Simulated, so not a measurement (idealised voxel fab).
Process module, titled voxel ribs on slabs
Section shown: cut. Width: 185 nm. Cell size: 5 nm, square.
This document writes a cross-section as a grid whose cells are square, and gives it as bands, listed from the top down; one or more rows of cells form a band.
Basically the band line says how high the top is and how high the bottom is, in nm, and then what's in it from left to right, every material with its width in nm. Empty space shows up as "air", and if a single material carries "everywhere" it runs the full band edge to edge.
Heads up on the height convention: 0 is the point under which the incoming wafer is all one material, and the lowest band has no bottom, it just keeps going down, like "z 0 and below".
The notation "30..40" denotes a width that varies across the rows of cells in the band, beginning at the first number in the top row, finishing at the second number in the bottom row, and changing by an identical amount from each row to the next.
For the purposes of this document, the phrase "no change" attached to a step denotes that no cell within the cross-section was modified by that step.
Any empty space of 8 cells or more lacking an open way to the top shows up in "Voids lacking openings" as width x height at distance, distance from the left edge, in nm.
Note: text after step settings on the step line = simulator remark on that step.
A step line may carry the setting "overlay nm", which, for steps involving a mask, states the distance by which the mask lay to the right of its intended position; negative values denote displacement to the left.
[Intended process steps]
1. RECEIVE,material Si
2. DIRECTIONAL_DEP,material SiO2,thk nm 20
3. DIRECTIONAL_DEP,material polySi,thk nm 25
4. MASKED_ETCH,tone cover,mask id RIB,width nm 30,etch materials polySi,depth nm 20,overlay nm 0
5. PATTERN,tone cover,mask id SLAB,material resist,width nm 80,thk nm 20,overlay nm -15
6. DIRECTIONAL_ETCH,etch materials polySi,depth nm 5
7. STRIP,etch materials resist
8. FILL_DEP,material SiO2,thk nm 20
9. CMP,height nm 60
10. DIRECTIONAL_DEP,material TiN,thk nm 5
11. MASKED_ETCH,tone cover,mask id HEATER,width nm 40,etch materials TiN,depth nm 5,overlay nm 0
12. CONFORMAL_DEP,material SiN,thk nm 5
Among the wafers covered here, the point of difference is the overlay nm at step 5; their starting state is shared, and the plan presents the value of the first wafer.
[This is how the first of several wafers looked in cross-section when it arrived, which is after step 1]
* z 0 and below: Si everywhere
* Voids lacking openings: none
[Quick key for the table: a row per wafer, taken at the end of the module. For each material it tells you how many cells the wafer gained (+) or lost (-) since it came in, and the closed voids come after]
overlay nm -15, +39 SiN, +404 SiO2, +8 TiN, +40 polySi, Voids lacking openings: none
overlay nm -10, +39 SiN, +404 SiO2, +8 TiN, +40 polySi, Voids lacking openings: none
overlay nm -5, +39 SiN, +404 SiO2, +8 TiN, +40 polySi, Voids lacking openings: none
overlay nm 0, +39 SiN, +404 SiO2, +8 TiN, +40 polySi, Voids lacking openings: none
overlay nm 5, +39 SiN, +404 SiO2, +8 TiN, +40 polySi, Voids lacking openings: none
overlay nm 10, +39 SiN, +404 SiO2, +8 TiN, +40 polySi, Voids lacking openings: none
overlay nm 15, +39 SiN, +404 SiO2, +8 TiN, +40 polySi, Voids lacking openings: none
